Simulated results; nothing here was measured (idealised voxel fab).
process module | voxel tone inversion
cross-section cut | 220 nm wide | cells 5 nm
A cross-section is a grid of square cells, given in bands from the top down. A band is one or more rows of cells.
Each band's line starts with the height of the band's top and of its bottom, in nm. Then come its materials from left to right, each with its width in nm. One material with "throughout" fills the band from edge to edge. "air" is empty space.
Height 0 is the level under which the wafer as received is all one material. The lowest band goes on downwards, as in "0 down".
A width such as "30 to 40" changes by the same amount from each row of cells to the next, from the band's top row to its bottom row.
"no change" after a step means that no cell of the cross-section changed.
closed voids: empty space of 8 cells or more with no open way to the top, each as width x height at its distance from the left edge, in nm
after a step's settings: what the simulator itself notes on the step
overlay nm, on a step with a mask: how far to the right of its planned place the mask lay; to the left if negative
plan
1 op RECEIVE | material Si
2 op CONFORMAL_DEP | material SiN | thk nm 5
3 op DIRECTIONAL_DEP | material aC | thk nm 20
4 op PATTERN | tone cover | mask id POSTS | material resist | width nm 20 | pitch nm 40 | thk nm 30 | overlay nm 0
5 op DIRECTIONAL_ETCH | etch materials aC | depth nm 20
6 op STRIP | etch materials resist
7 op FILL_DEP | material lowk | thk nm 5
8 op CMP | height nm 25
9 op STRIP | etch materials aC
10 op CONFORMAL_DEP | material TiN | thk nm 5
11 op FILL_DEP | material Cu | thk nm 10
12 op CMP | height nm 25
13 op CONFORMAL_DEP | material SiCN | thk nm 5
as received, after step 1
  0 down: Si throughout
  closed voids: none
first wafer at the end, as planned
  30 to 25: SiCN throughout
  25 to 10: lowk 80 | TiN 5 | Cu 10 | TiN 5 | lowk 20 | TiN 5 | Cu 10 | TiN 5 | lowk 80
  10 to 5: lowk 80 | TiN 20 | lowk 20 | TiN 20 | lowk 80
  5 to 0: SiN throughout
  0 down: Si throughout
  closed voids: none
second wafer at the end: like start, like plan, one mistake
  30 to 25: SiCN throughout
  25 to 10: lowk 75 | TiN 5 | Cu 10 | TiN 5 | lowk 20 | TiN 5 | Cu 10 | TiN 5 | lowk 85
  10 to 5: lowk 75 | TiN 20 | lowk 20 | TiN 20 | lowk 85
  5 to 0: SiN throughout
  0 down: Si throughout
  closed voids: none
what went wrong: step 4 ran as: op PATTERN | tone cover | mask id POSTS | material resist | width nm 20 | pitch nm 40 | thk nm 30 | overlay nm -5
at the end the second wafer has, in cells: as many of each material as the first, in other places
